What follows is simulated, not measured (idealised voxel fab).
process module | voxel self aligned vias
cross-section cut | 150 nm wide | cells 5 nm
A cross-section is a grid of square cells, given in bands from the top down. A band is one or more rows of cells.
Each band's line starts with the height of the band's top and of its bottom, in nm. Then come its materials from left to right, each with its width in nm. One material with "throughout" fills the band from edge to edge. "air" is empty space.
Height 0 is the level under which the wafer as received is all one material. The lowest band goes on downwards, as in "0 down".
A width such as "30 to 40" changes by the same amount from each row of cells to the next, from the band's top row to its bottom row.
"no change" after a step means that no cell of the cross-section changed.
closed voids: empty space of 8 cells or more with no open way to the top, each as width x height at its distance from the left edge, in nm
after a step's settings: what the simulator itself notes on the step
overlay nm, on a step with a mask: how far to the right of its planned place the mask lay; to the left if negative
plan
1 op RECEIVE | material Si
2 op CONFORMAL_DEP | material SiO2 | thk nm 15
3 op CONFORMAL_DEP | material SiCN | thk nm 5
4 op DIRECTIONAL_DEP | material SiO2 | thk nm 30
5 op PATTERN | tone open | mask id LINES | material resist | width nm 25 | pitch nm 65 | thk nm 15 | overlay nm -15
6 op DIRECTIONAL_ETCH | etch materials SiO2 | depth nm 30
7 op STRIP | etch materials resist
8 op CONFORMAL_DEP | material TiN | thk nm 5
9 op FILL_DEP | material W | thk nm 5
10 op CMP | height nm 50
11 op SELECTIVE_ETCH | etch materials W Ru TiN | depth nm 5
12 op FILL_DEP | material SiN | thk nm 10
13 op CMP | height nm 50
14 op DIRECTIONAL_DEP | material SiO2 | thk nm 15
15 op DIRECTIONAL_DEP | material aC | thk nm 10
16 op PATTERN | tone open | mask id VIAS | material resist | width nm 45 | thk nm 30 | overlay nm 0
17 op DIRECTIONAL_ETCH | etch materials aC | depth nm 10
18 op STRIP | etch materials resist
19 op DIRECTIONAL_ETCH | etch materials SiO2 | depth nm 15
20 op DIRECTIONAL_ETCH | etch materials SiN | depth nm 5
21 op STRIP | etch materials aC
22 op CONFORMAL_DEP | material TiN | thk nm 5
23 op FILL_DEP | material Cu | thk nm 5
24 op CMP | height nm 65
25 op CONFORMAL_DEP | material SiN | thk nm 5
varied across the wafers: overlay nm of step 5. The plan shows the first wafer's value. All wafers start alike
first wafer as received, after step 1
  0 down: Si throughout
  closed voids: none
each wafer at the end: cells of each material gained (+) or lost (-) since it was received, then its closed voids
overlay nm -15 | +16 Cu | +30 SiCN | +36 SiN | +273 SiO2 | +41 TiN | +24 W | closed voids: none
overlay nm -10 | +17 Cu | +30 SiCN | +35 SiN | +273 SiO2 | +41 TiN | +24 W | closed voids: none
overlay nm -5 | +17 Cu | +30 SiCN | +35 SiN | +273 SiO2 | +41 TiN | +24 W | closed voids: none
overlay nm 0 | +17 Cu | +30 SiCN | +35 SiN | +273 SiO2 | +41 TiN | +24 W | closed voids: none
overlay nm 5 | +17 Cu | +30 SiCN | +35 SiN | +273 SiO2 | +41 TiN | +24 W | closed voids: none
overlay nm 10 | +17 Cu | +30 SiCN | +35 SiN | +273 SiO2 | +41 TiN | +24 W | closed voids: none
overlay nm 15 | +16 Cu | +30 SiCN | +36 SiN | +273 SiO2 | +41 TiN | +24 W | closed voids: none
